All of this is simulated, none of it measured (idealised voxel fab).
Process module heading - voxel transistor to metal
Square cells of 5 nm make up the cross-section cut, whose width is 265 nm.
Throughout this document, each cross-section is represented as a grid of square cells and is presented as a sequence of bands enumerated from the top downward, where a band comprises one or more rows of cells.
What a band's entry tells you: where the top is and where the bottom is, as heights in nm, and after that what lies inside, material by material from left to right, each with its width in nm. Empty space is written as the word "empty", and a single material marked with the word "throughout" occupies the band from edge to edge.
Heights from 0 (as-received wafer is one material below). Bottom band endless downward, as "0 -> down".
Note: "30->40" means the width goes from the first number (top row of the band) to the second number (bottom row) in equal steps per row of cells.
"no alterations made" means the step left every cell of the cross-section as it was.
Listed in "Unvented cavities": every empty space of 8 or more cells without an open way to the top. Form: width x height at distance, the distance being from the left edge, all in nm.
The remark found on a step's line after its settings is issued by the simulator itself and pertains to that step.
The optional step-line setting "overlay nm" applies to steps with a mask and quantifies how far to the right of its planned location the mask lay, a negative value indicating leftward placement.
Guide to the pairs. Each holds a before and an after cross-section around one process step; the after cross-section is cut off at the lowest band that changed. Look under the pair for the step between them and its settings. Pairs can come from different runs of this module on the same starting wafer, so a pair follows on from the one above it only where its entry headed "Cross-section, before" says it does.
**Cross-section, before**
    20 -> 5  SiO2: 50, SiN: 5, HfO2: 5, TiN: 5, W: 5, TiN: 5, HfO2: 5, SiN: 5, SiO2: 90, SiN: 5, HfO2: 5, TiN: 5, W: 5, TiN: 5, HfO2: 5, SiN: 5, SiO2: 55
    5 -> 0  SiO2: 10, SiN: 5, SiO2: 35, SiN: 5, HfO2: 5, TiN: 15, HfO2: 5, SiN: 5, SiO2: 35, SiN: 5, SiO2: 10, SiN: 5, SiO2: 35, SiN: 5, HfO2: 5, TiN: 15, HfO2: 5, SiN: 5, SiO2: 35, SiN: 5, SiO2: 15
    0 -> -5  SiO2: 15, nSi: 35, HfO2: 35, nSi: 35, SiO2: 20, nSi: 35, HfO2: 35, nSi: 35, SiO2: 20
    -5 -> -25  SiO2: 15, Si: 105, SiO2: 20, Si: 105, SiO2: 20
    -25 -> down  Si throughout
    Unvented cavities: none
**Structure After Step**
    30 -> 20  SiO2 throughout
    All layers under 20 are left as they were.
    Unvented cavities: none
Between the two cross-sections you see above, the step is DIRECTIONAL_DEP,material SiO2,thk nm 10
Cross-section, before: starting point is the after cross-section of the pair just above.
**Structure After Step**
    50 -> 30  resist: 25, empty: 15, resist: 55, empty: 15, resist: 40, empty: 15, resist: 55, empty: 15, resist: 30
    All layers under 30 are left as they were.
    Unvented cavities: none
Between the two cross-sections you see above, the step is PATTERN,tone open,mask id CONTACT,material resist,width nm 15,thk nm 20,overlay nm 0
Cross-section, before: starting point is the after cross-section of the pair just above.
**Structure After Step**
    50 -> 30  resist: 25, empty: 15, resist: 55, empty: 15, resist: 40, empty: 15, resist: 55, empty: 15, resist: 30
    30 -> 20  SiO2: 25, empty: 15, SiO2: 55, empty: 15, SiO2: 40, empty: 15, SiO2: 55, empty: 15, SiO2: 30
    20 -> 5  SiO2: 25, empty: 15, SiO2: 10, SiN: 5, HfO2: 5, TiN: 5, W: 5, TiN: 5, HfO2: 5, SiN: 5, SiO2: 10, empty: 15, SiO2: 40, empty: 15, SiO2: 10, SiN: 5, HfO2: 5, TiN: 5, W: 5, TiN: 5, HfO2: 5, SiN: 5, SiO2: 10, empty: 15, SiO2: 30
    5 -> 0  SiO2: 10, SiN: 5, SiO2: 10, empty: 15, SiO2: 10, SiN: 5, HfO2: 5, TiN: 15, HfO2: 5, SiN: 5, SiO2: 10, empty: 15, SiO2: 10, SiN: 5, SiO2: 10, SiN: 5, SiO2: 10, empty: 15, SiO2: 10, SiN: 5, HfO2: 5, TiN: 15, HfO2: 5, SiN: 5, SiO2: 10, empty: 15, SiO2: 10, SiN: 5, SiO2: 15
    All layers under 0 are left as they were.
    Unvented cavities: none
Between the two cross-sections you see above, the step is DIRECTIONAL_ETCH,etch materials SiO2,depth nm 30
Cross-section, before: starting point is the after cross-section of the pair just above.
**Structure After Step**
    30 -> 20  SiO2: 25, empty: 15, SiO2: 55, empty: 15, SiO2: 40, empty: 15, SiO2: 55, empty: 15, SiO2: 30
    All layers under 20 are left as they were.
    Unvented cavities: none
Between the two cross-sections you see above, the step is STRIP,etch materials resist
Cross-section, before: starting point is the after cross-section of the pair just above.
**Structure After Step**
    35 -> 30  TiN: 30, empty: 5, TiN: 65, empty: 5, TiN: 50, empty: 5, TiN: 65, empty: 5, TiN: 35
    30 -> 20  SiO2: 25, TiN: 5, empty: 5, TiN: 5, SiO2: 55, TiN: 5, empty: 5, TiN: 5, SiO2: 40, TiN: 5, empty: 5, TiN: 5, SiO2: 55, TiN: 5, empty: 5, TiN: 5, SiO2: 30
    20 -> 5  SiO2: 25, TiN: 5, empty: 5, TiN: 5, SiO2: 10, SiN: 5, HfO2: 5, TiN: 5, W: 5, TiN: 5, HfO2: 5, SiN: 5, SiO2: 10, TiN: 5, empty: 5, TiN: 5, SiO2: 40, TiN: 5, empty: 5, TiN: 5, SiO2: 10, SiN: 5, HfO2: 5, TiN: 5, W: 5, TiN: 5, HfO2: 5, SiN: 5, SiO2: 10, TiN: 5, empty: 5, TiN: 5, SiO2: 30
    5 -> 0  SiO2: 10, SiN: 5, SiO2: 10, TiN: 15, SiO2: 10, SiN: 5, HfO2: 5, TiN: 15, HfO2: 5, SiN: 5, SiO2: 10, TiN: 15, SiO2: 10, SiN: 5, SiO2: 10, SiN: 5, SiO2: 10, TiN: 15, SiO2: 10, SiN: 5, HfO2: 5, TiN: 15, HfO2: 5, SiN: 5, SiO2: 10, TiN: 15, SiO2: 10, SiN: 5, SiO2: 15
    All layers under 0 are left as they were.
    Unvented cavities: none
Between the two cross-sections you see above, the step is CONFORMAL_DEP,material TiN,thk nm 5
Cross-section, before: starting point is the after cross-section of the pair just above.
**Structure After Step**
    45 -> 35  Ru throughout
    35 -> 30  TiN: 30, Ru: 5, TiN: 65, Ru: 5, TiN: 50, Ru: 5, TiN: 65, Ru: 5, TiN: 35
    30 -> 20  SiO2: 25, TiN: 5, Ru: 5, TiN: 5, SiO2: 55, TiN: 5, Ru: 5, TiN: 5, SiO2: 40, TiN: 5, Ru: 5, TiN: 5, SiO2: 55, TiN: 5, Ru: 5, TiN: 5, SiO2: 30
    20 -> 5  SiO2: 25, TiN: 5, Ru: 5, TiN: 5, SiO2: 10, SiN: 5, HfO2: 5, TiN: 5, W: 5, TiN: 5, HfO2: 5, SiN: 5, SiO2: 10, TiN: 5, Ru: 5, TiN: 5, SiO2: 40, TiN: 5, Ru: 5, TiN: 5, SiO2: 10, SiN: 5, HfO2: 5, TiN: 5, W: 5, TiN: 5, HfO2: 5, SiN: 5, SiO2: 10, TiN: 5, Ru: 5, TiN: 5, SiO2: 30
    All layers under 5 are left as they were.
    Unvented cavities: none
Between the two cross-sections you see above, the step is FILL_DEP,material Ru,thk nm 10
Cross-section, before: starting point is the after cross-section of the pair just above.
**Structure After Step**
    30 -> 20  SiO2: 25, TiN: 5, Ru: 5, TiN: 5, SiO2: 55, TiN: 5, Ru: 5, TiN: 5, SiO2: 40, TiN: 5, Ru: 5, TiN: 5, SiO2: 55, TiN: 5, Ru: 5, TiN: 5, SiO2: 30
    All layers under 20 are left as they were.
    Unvented cavities: none
Between the two cross-sections you see above, the step is CMP,height nm 30
Cross-section, before: starting point is the after cross-section of the pair just above.
**Structure After Step**
    35 -> 30  SiN throughout
    All layers under 30 are left as they were.
    Unvented cavities: none
Between the two cross-sections you see above, the step is CONFORMAL_DEP,material SiN,thk nm 5
Cross-section, before: starting point is the after cross-section of the pair just above.
**Structure After Step**
    50 -> 35  lowk throughout
    All layers under 35 are left as they were.
    Unvented cavities: none
Between the two cross-sections you see above, the step is DIRECTIONAL_DEP,material lowk,thk nm 15
Cross-section, before: starting point is the after cross-section of the pair just above.
**Structure After Step**
    65 -> 50  resist: 25, empty: 15, resist: 55, empty: 15, resist: 40, empty: 15, resist: 55, empty: 15, resist: 30
    All layers under 50 are left as they were.
    Unvented cavities: none
Between the two cross-sections you see above, the step is PATTERN,tone open,mask id METAL_1,material resist,width nm 15,thk nm 15,overlay nm 0
Cross-section, before: starting point is the after cross-section of the pair just above.
**Structure After Step**
    65 -> 50  resist: 25, empty: 15, resist: 55, empty: 15, resist: 40, empty: 15, resist: 55, empty: 15, resist: 30
    50 -> 35  lowk: 25, empty: 15, lowk: 55, empty: 15, lowk: 40, empty: 15, lowk: 55, empty: 15, lowk: 30
    All layers under 35 are left as they were.
    Unvented cavities: none
Between the two cross-sections you see above, the step is DIRECTIONAL_ETCH,etch materials lowk,depth nm 15
Cross-section, before: starting point is the after cross-section of the pair just above.
**Structure After Step**
    65 -> 50  resist: 25, empty: 15, resist: 55, empty: 15, resist: 40, empty: 15, resist: 55, empty: 15, resist: 30
    50 -> 35  lowk: 25, empty: 15, lowk: 55, empty: 15, lowk: 40, empty: 15, lowk: 55, empty: 15, lowk: 30
    35 -> 30  SiN: 25, empty: 15, SiN: 55, empty: 15, SiN: 40, empty: 15, SiN: 55, empty: 15, SiN: 30
    All layers under 30 are left as they were.
    Unvented cavities: none
Between the two cross-sections you see above, the step is DIRECTIONAL_ETCH,etch materials SiN,depth nm 5
Cross-section, before: starting point is the after cross-section of the pair just above.
**Structure After Step**
    50 -> 35  lowk: 25, empty: 15, lowk: 55, empty: 15, lowk: 40, empty: 15, lowk: 55, empty: 15, lowk: 30
    All layers under 35 are left as they were.
    Unvented cavities: none
Between the two cross-sections you see above, the step is STRIP,etch materials resist
Cross-section, before: starting point is the after cross-section of the pair just above.
**Structure After Step**
    55 -> 50  TiN: 30, empty: 5, TiN: 65, empty: 5, TiN: 50, empty: 5, TiN: 65, empty: 5, TiN: 35
    50 -> 35  lowk: 25, TiN: 5, empty: 5, TiN: 5, lowk: 55, TiN: 5, empty: 5, TiN: 5, lowk: 40, TiN: 5, empty: 5, TiN: 5, lowk: 55, TiN: 5, empty: 5, TiN: 5, lowk: 30
    35 -> 30  SiN: 25, TiN: 15, SiN: 55, TiN: 15, SiN: 40, TiN: 15, SiN: 55, TiN: 15, SiN: 30
    All layers under 30 are left as they were.
    Unvented cavities: none
Between the two cross-sections you see above, the step is CONFORMAL_DEP,material TiN,thk nm 5
Cross-section, before: starting point is the after cross-section of the pair just above.
**Structure After Step**
    60 -> 55  Cu throughout
    55 -> 50  TiN: 30, Cu: 5, TiN: 65, Cu: 5, TiN: 50, Cu: 5, TiN: 65, Cu: 5, TiN: 35
    50 -> 35  lowk: 25, TiN: 5, Cu: 5, TiN: 5, lowk: 55, TiN: 5, Cu: 5, TiN: 5, lowk: 40, TiN: 5, Cu: 5, TiN: 5, lowk: 55, TiN: 5, Cu: 5, TiN: 5, lowk: 30
    All layers under 35 are left as they were.
    Unvented cavities: none
Between the two cross-sections you see above, the step is FILL_DEP,material Cu,thk nm 5
Cross-section, before: starting point is the after cross-section of the pair just above.
**Structure After Step**
    50 -> 35  lowk: 25, TiN: 5, Cu: 5, TiN: 5, lowk: 55, TiN: 5, Cu: 5, TiN: 5, lowk: 40, TiN: 5, Cu: 5, TiN: 5, lowk: 55, TiN: 5, Cu: 5, TiN: 5, lowk: 30
    All layers under 35 are left as they were.
    Unvented cavities: none
Between the two cross-sections you see above, the step is CMP,height nm 50
Cross-section, before: starting point is the after cross-section of the pair just above.
**Structure After Step**
    55 -> 50  empty: 20, Ru: 25, empty: 45, Ru: 25, empty: 30, Ru: 25, empty: 45, Ru: 25, empty: 25
    All layers under 50 are left as they were.
    Unvented cavities: none
Between the two cross-sections you see above, the step is EPI,material Ru,thk nm 5
Cross-section, before: starting point is the after cross-section of the pair just above.
**Structure After Step**
    60 -> 55  SiCN throughout
    55 -> 50  SiCN: 20, Ru: 25, SiCN: 45, Ru: 25, SiCN: 30, Ru: 25, SiCN: 45, Ru: 25, SiCN: 25
    All layers under 50 are left as they were.
    Unvented cavities: none
Between the two cross-sections you see above, the step is FILL_DEP,material SiCN,thk nm 5
**Cross-section, before**
    30 -> 20  SiO2 throughout
    20 -> 5  SiO2: 50, SiN: 5, HfO2: 5, TiN: 5, W: 5, TiN: 5, HfO2: 5, SiN: 5, SiO2: 90, SiN: 5, HfO2: 5, TiN: 5, W: 5, TiN: 5, HfO2: 5, SiN: 5, SiO2: 55
    5 -> 0  SiO2: 10, SiN: 5, SiO2: 35, SiN: 5, HfO2: 5, TiN: 15, HfO2: 5, SiN: 5, SiO2: 35, SiN: 5, SiO2: 10, SiN: 5, SiO2: 35, SiN: 5, HfO2: 5, TiN: 15, HfO2: 5, SiN: 5, SiO2: 35, SiN: 5, SiO2: 15
    0 -> -5  SiO2: 15, nSi: 35, HfO2: 35, nSi: 35, SiO2: 20, nSi: 35, HfO2: 35, nSi: 35, SiO2: 20
    -5 -> -35  SiO2: 15, Si: 105, SiO2: 20, Si: 105, SiO2: 20
    -35 -> down  Si throughout
    Unvented cavities: none
**Structure After Step**
    50 -> 30  resist: 25, empty: 20, resist: 50, empty: 20, resist: 35, empty: 20, resist: 50, empty: 20, resist: 25
    All layers under 30 are left as they were.
    Unvented cavities: none
Between the two cross-sections you see above, the step is PATTERN,tone open,mask id CONTACT,material resist,width nm 20,thk nm 20,overlay nm 0
Cross-section, before: starting point is the after cross-section of the pair just above.
**Structure After Step**
    50 -> 30  resist: 25, empty: 20, resist: 50, empty: 20, resist: 35, empty: 20, resist: 50, empty: 20, resist: 25
    30 -> 20  SiO2: 25, empty: 20, SiO2: 50, empty: 20, SiO2: 35, empty: 20, SiO2: 50, empty: 20, SiO2: 25
    20 -> 5  SiO2: 25, empty: 20, SiO2: 5, SiN: 5, HfO2: 5, TiN: 5, W: 5, TiN: 5, HfO2: 5, SiN: 5, SiO2: 10, empty: 20, SiO2: 35, empty: 20, SiO2: 5, SiN: 5, HfO2: 5, TiN: 5, W: 5, TiN: 5, HfO2: 5, SiN: 5, SiO2: 10, empty: 20, SiO2: 25
    5 -> 0  SiO2: 10, SiN: 5, SiO2: 10, empty: 20, SiO2: 5, SiN: 5, HfO2: 5, TiN: 15, HfO2: 5, SiN: 5, SiO2: 10, empty: 20, SiO2: 5, SiN: 5, SiO2: 10, SiN: 5, SiO2: 10, empty: 20, SiO2: 5, SiN: 5, HfO2: 5, TiN: 15, HfO2: 5, SiN: 5, SiO2: 10, empty: 20, SiO2: 5, SiN: 5, SiO2: 15
    All layers under 0 are left as they were.
    Unvented cavities: none
Between the two cross-sections you see above, the step is DIRECTIONAL_ETCH,etch materials SiO2,depth nm 30
Cross-section, before: starting point is the after cross-section of the pair just above.
**Structure After Step**
    30 -> 20  SiO2: 25, empty: 20, SiO2: 50, empty: 20, SiO2: 35, empty: 20, SiO2: 50, empty: 20, SiO2: 25
    All layers under 20 are left as they were.
    Unvented cavities: none
Between the two cross-sections you see above, the step is STRIP,etch materials resist
Cross-section, before: starting point is the after cross-section of the pair just above.
**Structure After Step**
    35 -> 30  TiN: 30, empty: 10, TiN: 60, empty: 10, TiN: 45, empty: 10, TiN: 60, empty: 10, TiN: 30
    30 -> 20  SiO2: 25, TiN: 5, empty: 10, TiN: 5, SiO2: 50, TiN: 5, empty: 10, TiN: 5, SiO2: 35, TiN: 5, empty: 10, TiN: 5, SiO2: 50, TiN: 5, empty: 10, TiN: 5, SiO2: 25
    20 -> 5  SiO2: 25, TiN: 5, empty: 10, TiN: 5, SiO2: 5, SiN: 5, HfO2: 5, TiN: 5, W: 5, TiN: 5, HfO2: 5, SiN: 5, SiO2: 10, TiN: 5, empty: 10, TiN: 5, SiO2: 35, TiN: 5, empty: 10, TiN: 5, SiO2: 5, SiN: 5, HfO2: 5, TiN: 5, W: 5, TiN: 5, HfO2: 5, SiN: 5, SiO2: 10, TiN: 5, empty: 10, TiN: 5, SiO2: 25
    5 -> 0  SiO2: 10, SiN: 5, SiO2: 10, TiN: 20, SiO2: 5, SiN: 5, HfO2: 5, TiN: 15, HfO2: 5, SiN: 5, SiO2: 10, TiN: 20, SiO2: 5, SiN: 5, SiO2: 10, SiN: 5, SiO2: 10, TiN: 20, SiO2: 5, SiN: 5, HfO2: 5, TiN: 15, HfO2: 5, SiN: 5, SiO2: 10, TiN: 20, SiO2: 5, SiN: 5, SiO2: 15
    All layers under 0 are left as they were.
    Unvented cavities: none
Between the two cross-sections you see above, the step is CONFORMAL_DEP,material TiN,thk nm 5
Cross-section, before: starting point is the after cross-section of the pair just above.
**Structure After Step**
    45 -> 35  Ru throughout
    35 -> 30  TiN: 30, Ru: 10, TiN: 60, Ru: 10, TiN: 45, Ru: 10, TiN: 60, Ru: 10, TiN: 30
    30 -> 20  SiO2: 25, TiN: 5, Ru: 10, TiN: 5, SiO2: 50, TiN: 5, Ru: 10, TiN: 5, SiO2: 35, TiN: 5, Ru: 10, TiN: 5, SiO2: 50, TiN: 5, Ru: 10, TiN: 5, SiO2: 25
    20 -> 5  SiO2: 25, TiN: 5, Ru: 10, TiN: 5, SiO2: 5, SiN: 5, HfO2: 5, TiN: 5, W: 5, TiN: 5, HfO2: 5, SiN: 5, SiO2: 10, TiN: 5, Ru: 10, TiN: 5, SiO2: 35, TiN: 5, Ru: 10, TiN: 5, SiO2: 5, SiN: 5, HfO2: 5, TiN: 5, W: 5, TiN: 5, HfO2: 5, SiN: 5, SiO2: 10, TiN: 5, Ru: 10, TiN: 5, SiO2: 25
    All layers under 5 are left as they were.
    Unvented cavities: none
Between the two cross-sections you see above, the step is FILL_DEP,material Ru,thk nm 10
Cross-section, before: starting point is the after cross-section of the pair just above.
**Structure After Step**
    30 -> 20  SiO2: 25, TiN: 5, Ru: 10, TiN: 5, SiO2: 50, TiN: 5, Ru: 10, TiN: 5, SiO2: 35, TiN: 5, Ru: 10, TiN: 5, SiO2: 50, TiN: 5, Ru: 10, TiN: 5, SiO2: 25
    All layers under 20 are left as they were.
    Unvented cavities: none
Between the two cross-sections you see above, the step is CMP,height nm 30
Cross-section, before: starting point is the after cross-section of the pair just above.
**Structure After Step**
    35 -> 30  SiN throughout
    All layers under 30 are left as they were.
    Unvented cavities: none
Between the two cross-sections you see above, the step is CONFORMAL_DEP,material SiN,thk nm 5
Cross-section, before: starting point is the after cross-section of the pair just above.
**Structure After Step**
    50 -> 35  lowk throughout
    All layers under 35 are left as they were.
    Unvented cavities: none
Between the two cross-sections you see above, the step is DIRECTIONAL_DEP,material lowk,thk nm 15
Cross-section, before: starting point is the after cross-section of the pair just above.
**Structure After Step**
    65 -> 50  resist: 25, empty: 15, resist: 55, empty: 15, resist: 40, empty: 15, resist: 55, empty: 15, resist: 30
    All layers under 50 are left as they were.
    Unvented cavities: none
Between the two cross-sections you see above, the step is PATTERN,tone open,mask id METAL_1,material resist,width nm 15,thk nm 15,overlay nm 0
Cross-section, before: starting point is the after cross-section of the pair just above.
**Structure After Step**
    65 -> 50  resist: 25, empty: 15, resist: 55, empty: 15, resist: 40, empty: 15, resist: 55, empty: 15, resist: 30
    50 -> 35  lowk: 25, empty: 15, lowk: 55, empty: 15, lowk: 40, empty: 15, lowk: 55, empty: 15, lowk: 30
    All layers under 35 are left as they were.
    Unvented cavities: none
Between the two cross-sections you see above, the step is DIRECTIONAL_ETCH,etch materials lowk,depth nm 15
Cross-section, before: starting point is the after cross-section of the pair just above.
**Structure After Step**
    65 -> 50  resist: 25, empty: 15, resist: 55, empty: 15, resist: 40, empty: 15, resist: 55, empty: 15, resist: 30
    50 -> 35  lowk: 25, empty: 15, lowk: 55, empty: 15, lowk: 40, empty: 15, lowk: 55, empty: 15, lowk: 30
    35 -> 30  SiN: 25, empty: 15, SiN: 55, empty: 15, SiN: 40, empty: 15, SiN: 55, empty: 15, SiN: 30
    All layers under 30 are left as they were.
    Unvented cavities: none
Between the two cross-sections you see above, the step is DIRECTIONAL_ETCH,etch materials SiN,depth nm 5
Cross-section, before: starting point is the after cross-section of the pair just above.
**Structure After Step**
    50 -> 35  lowk: 25, empty: 15, lowk: 55, empty: 15, lowk: 40, empty: 15, lowk: 55, empty: 15, lowk: 30
    All layers under 35 are left as they were.
    Unvented cavities: none
Between the two cross-sections you see above, the step is STRIP,etch materials resist
Cross-section, before: starting point is the after cross-section of the pair just above.
**Structure After Step**
    55 -> 50  TiN: 30, empty: 5, TiN: 65, empty: 5, TiN: 50, empty: 5, TiN: 65, empty: 5, TiN: 35
    50 -> 35  lowk: 25, TiN: 5, empty: 5, TiN: 5, lowk: 55, TiN: 5, empty: 5, TiN: 5, lowk: 40, TiN: 5, empty: 5, TiN: 5, lowk: 55, TiN: 5, empty: 5, TiN: 5, lowk: 30
    35 -> 30  SiN: 25, TiN: 15, SiN: 55, TiN: 15, SiN: 40, TiN: 15, SiN: 55, TiN: 15, SiN: 30
    All layers under 30 are left as they were.
    Unvented cavities: none
Between the two cross-sections you see above, the step is CONFORMAL_DEP,material TiN,thk nm 5
Cross-section, before: starting point is the after cross-section of the pair just above.
**Structure After Step**
    60 -> 55  Cu throughout
    55 -> 50  TiN: 30, Cu: 5, TiN: 65, Cu: 5, TiN: 50, Cu: 5, TiN: 65, Cu: 5, TiN: 35
    50 -> 35  lowk: 25, TiN: 5, Cu: 5, TiN: 5, lowk: 55, TiN: 5, Cu: 5, TiN: 5, lowk: 40, TiN: 5, Cu: 5, TiN: 5, lowk: 55, TiN: 5, Cu: 5, TiN: 5, lowk: 30
    All layers under 35 are left as they were.
    Unvented cavities: none
Between the two cross-sections you see above, the step is FILL_DEP,material Cu,thk nm 5
Cross-section, before: starting point is the after cross-section of the pair just above.
**Structure After Step**
    50 -> 35  lowk: 25, TiN: 5, Cu: 5, TiN: 5, lowk: 55, TiN: 5, Cu: 5, TiN: 5, lowk: 40, TiN: 5, Cu: 5, TiN: 5, lowk: 55, TiN: 5, Cu: 5, TiN: 5, lowk: 30
    All layers under 35 are left as they were.
    Unvented cavities: none
Between the two cross-sections you see above, the step is CMP,height nm 50
Cross-section, before: starting point is the after cross-section of the pair just above.
**Structure After Step**
    55 -> 50  empty: 20, Ru: 25, empty: 45, Ru: 25, empty: 30, Ru: 25, empty: 45, Ru: 25, empty: 25
    All layers under 50 are left as they were.
    Unvented cavities: none
Between the two cross-sections you see above, the step is EPI,material Ru,thk nm 5
Cross-section, before: starting point is the after cross-section of the pair just above.
**Structure After Step**
    60 -> 55  SiCN throughout
    55 -> 50  SiCN: 20, Ru: 25, SiCN: 45, Ru: 25, SiCN: 30, Ru: 25, SiCN: 45, Ru: 25, SiCN: 25
    All layers under 50 are left as they were.
    Unvented cavities: none
Between the two cross-sections you see above, the step is FILL_DEP,material SiCN,thk nm 5
**Cross-section, before**
    50 -> 35  lowk throughout
    35 -> 30  SiN throughout
    30 -> 20  SiO2: 25, TiN: 5, Ru: 5, TiN: 5, SiO2: 55, TiN: 5, Ru: 5, TiN: 5, SiO2: 40, TiN: 5, Ru: 5, TiN: 5, SiO2: 55, TiN: 5, Ru: 5, TiN: 5, SiO2: 30
    20 -> 5  SiO2: 25, TiN: 5, Ru: 5, TiN: 5, SiO2: 10, SiN: 5, HfO2: 5, TiN: 5, W: 5, TiN: 5, HfO2: 5, SiN: 5, SiO2: 10, TiN: 5, Ru: 5, TiN: 5, SiO2: 40, TiN: 5, Ru: 5, TiN: 5, SiO2: 10, SiN: 5, HfO2: 5, TiN: 5, W: 5, TiN: 5, HfO2: 5, SiN: 5, SiO2: 10, TiN: 5, Ru: 5, TiN: 5, SiO2: 30
    5 -> 0  SiO2: 10, SiN: 5, SiO2: 10, TiN: 15, SiO2: 10, SiN: 5, HfO2: 5, TiN: 15, HfO2: 5, SiN: 5, SiO2: 10, TiN: 15, SiO2: 10, SiN: 5, SiO2: 10, SiN: 5, SiO2: 10, TiN: 15, SiO2: 10, SiN: 5, HfO2: 5, TiN: 15, HfO2: 5, SiN: 5, SiO2: 10, TiN: 15, SiO2: 10, SiN: 5, SiO2: 15
    0 -> -5  SiO2: 15, nSi: 35, HfO2: 35, nSi: 35, SiO2: 20, nSi: 35, HfO2: 35, nSi: 35, SiO2: 20
    -5 -> -35  SiO2: 15, Si: 105, SiO2: 20, Si: 105, SiO2: 20
    -35 -> down  Si throughout
    Unvented cavities: none
**Structure After Step**
    65 -> 50  resist: 15, empty: 15, resist: 55, empty: 15, resist: 40, empty: 15, resist: 55, empty: 15, resist: 40
    All layers under 50 are left as they were.
    Unvented cavities: none
Between the two cross-sections you see above, the step is PATTERN,tone open,mask id METAL_1,material resist,width nm 15,thk nm 15,overlay nm -10
Cross-section, before: starting point is the after cross-section of the pair just above.
**Structure After Step**
    65 -> 50  resist: 15, empty: 15, resist: 55, empty: 15, resist: 40, empty: 15, resist: 55, empty: 15, resist: 40
    50 -> 35  lowk: 15, empty: 15, lowk: 55, empty: 15, lowk: 40, empty: 15, lowk: 55, empty: 15, lowk: 40
    All layers under 35 are left as they were.
    Unvented cavities: none
Between the two cross-sections you see above, the step is DIRECTIONAL_ETCH,etch materials lowk,depth nm 15
Cross-section, before: starting point is the after cross-section of the pair just above.
**Structure After Step**
    65 -> 50  resist: 15, empty: 15, resist: 55, empty: 15, resist: 40, empty: 15, resist: 55, empty: 15, resist: 40
    50 -> 35  lowk: 15, empty: 15, lowk: 55, empty: 15, lowk: 40, empty: 15, lowk: 55, empty: 15, lowk: 40
    35 -> 30  SiN: 15, empty: 15, SiN: 55, empty: 15, SiN: 40, empty: 15, SiN: 55, empty: 15, SiN: 40
    All layers under 30 are left as they were.
    Unvented cavities: none
Between the two cross-sections you see above, the step is DIRECTIONAL_ETCH,etch materials SiN,depth nm 5
Cross-section, before: starting point is the after cross-section of the pair just above.
**Structure After Step**
    50 -> 35  lowk: 15, empty: 15, lowk: 55, empty: 15, lowk: 40, empty: 15, lowk: 55, empty: 15, lowk: 40
    All layers under 35 are left as they were.
    Unvented cavities: none
Between the two cross-sections you see above, the step is STRIP,etch materials resist
Cross-section, before: starting point is the after cross-section of the pair just above.
**Structure After Step**
    55 -> 50  TiN: 20, empty: 5, TiN: 65, empty: 5, TiN: 50, empty: 5, TiN: 65, empty: 5, TiN: 45
    50 -> 35  lowk: 15, TiN: 5, empty: 5, TiN: 5, lowk: 55, TiN: 5, empty: 5, TiN: 5, lowk: 40, TiN: 5, empty: 5, TiN: 5, lowk: 55, TiN: 5, empty: 5, TiN: 5, lowk: 40
    35 -> 30  SiN: 15, TiN: 15, SiN: 55, TiN: 15, SiN: 40, TiN: 15, SiN: 55, TiN: 15, SiN: 40
    All layers under 30 are left as they were.
    Unvented cavities: none
Between the two cross-sections you see above, the step is CONFORMAL_DEP,material TiN,thk nm 5
Cross-section, before: starting point is the after cross-section of the pair just above.
**Structure After Step**
    60 -> 55  Cu throughout
    55 -> 50  TiN: 20, Cu: 5, TiN: 65, Cu: 5, TiN: 50, Cu: 5, TiN: 65, Cu: 5, TiN: 45
    50 -> 35  lowk: 15, TiN: 5, Cu: 5, TiN: 5, lowk: 55, TiN: 5, Cu: 5, TiN: 5, lowk: 40, TiN: 5, Cu: 5, TiN: 5, lowk: 55, TiN: 5, Cu: 5, TiN: 5, lowk: 40
    All layers under 35 are left as they were.
    Unvented cavities: none
Between the two cross-sections you see above, the step is FILL_DEP,material Cu,thk nm 5
Cross-section, before: starting point is the after cross-section of the pair just above.
**Structure After Step**
    50 -> 35  lowk: 15, TiN: 5, Cu: 5, TiN: 5, lowk: 55, TiN: 5, Cu: 5, TiN: 5, lowk: 40, TiN: 5, Cu: 5, TiN: 5, lowk: 55, TiN: 5, Cu: 5, TiN: 5, lowk: 40
    All layers under 35 are left as they were.
    Unvented cavities: none
Between the two cross-sections you see above, the step is CMP,height nm 50
Cross-section, before: starting point is the after cross-section of the pair just above.
**Structure After Step**
    55 -> 50  empty: 10, Ru: 25, empty: 45, Ru: 25, empty: 30, Ru: 25, empty: 45, Ru: 25, empty: 35
    All layers under 50 are left as they were.
    Unvented cavities: none
Between the two cross-sections you see above, the step is EPI,material Ru,thk nm 5
Cross-section, before: starting point is the after cross-section of the pair just above.
**Structure After Step**
    60 -> 55  SiCN throughout
    55 -> 50  SiCN: 10, Ru: 25, SiCN: 45, Ru: 25, SiCN: 30, Ru: 25, SiCN: 45, Ru: 25, SiCN: 35
    All layers under 50 are left as they were.
    Unvented cavities: none
Between the two cross-sections you see above, the step is FILL_DEP,material SiCN,thk nm 5
**Cross-section, before**
    40 -> 25  empty: 55, SiCN: 25, empty: 100, SiCN: 25, empty: 60
    25 -> 5  empty: 55, polySi: 25, empty: 100, polySi: 25, empty: 60
    5 -> 0  SiO2: 10, empty: 45, polySi: 25, empty: 45, SiO2: 10, empty: 45, polySi: 25, empty: 45, SiO2: 15
    0 -> -5  SiO2 throughout
    -5 -> -35  SiO2: 15, Si: 105, SiO2: 20, Si: 105, SiO2: 20
    -35 -> down  Si throughout
    Unvented cavities: none
**Structure After Step**
    45 -> 40  empty: 50, SiO2: 35, empty: 90, SiO2: 35, empty: 55
    40 -> 25  empty: 50, SiO2: 5, SiCN: 25, SiO2: 5, empty: 90, SiO2: 5, SiCN: 25, SiO2: 5, empty: 55
    25 -> 10  empty: 50, SiO2: 5, polySi: 25, SiO2: 5, empty: 90, SiO2: 5, polySi: 25, SiO2: 5, empty: 55
    10 -> 5  SiO2: 15, empty: 35, SiO2: 5, polySi: 25, SiO2: 5, empty: 35, SiO2: 20, empty: 35, SiO2: 5, polySi: 25, SiO2: 5, empty: 35, SiO2: 20
    5 -> 0  SiO2: 55, polySi: 25, SiO2: 100, polySi: 25, SiO2: 60
    All layers under 0 are left as they were.
    Unvented cavities: none
Between the two cross-sections you see above, the step is CONFORMAL_DEP,material SiO2,thk nm 5
Cross-section, before: starting point is the after cross-section of the pair just above.
**Structure After Step**
    40 -> 25  empty: 50, SiO2: 5, SiCN: 25, SiO2: 5, empty: 90, SiO2: 5, SiCN: 25, SiO2: 5, empty: 55
    25 -> 5  empty: 50, SiO2: 5, polySi: 25, SiO2: 5, empty: 90, SiO2: 5, polySi: 25, SiO2: 5, empty: 55
    5 -> 0  SiO2: 15, empty: 35, SiO2: 5, polySi: 25, SiO2: 5, empty: 35, SiO2: 20, empty: 35, SiO2: 5, polySi: 25, SiO2: 5, empty: 35, SiO2: 20
    All layers under 0 are left as they were.
    Unvented cavities: none
Between the two cross-sections you see above, the step is DIRECTIONAL_ETCH,etch materials SiO2,depth nm 5
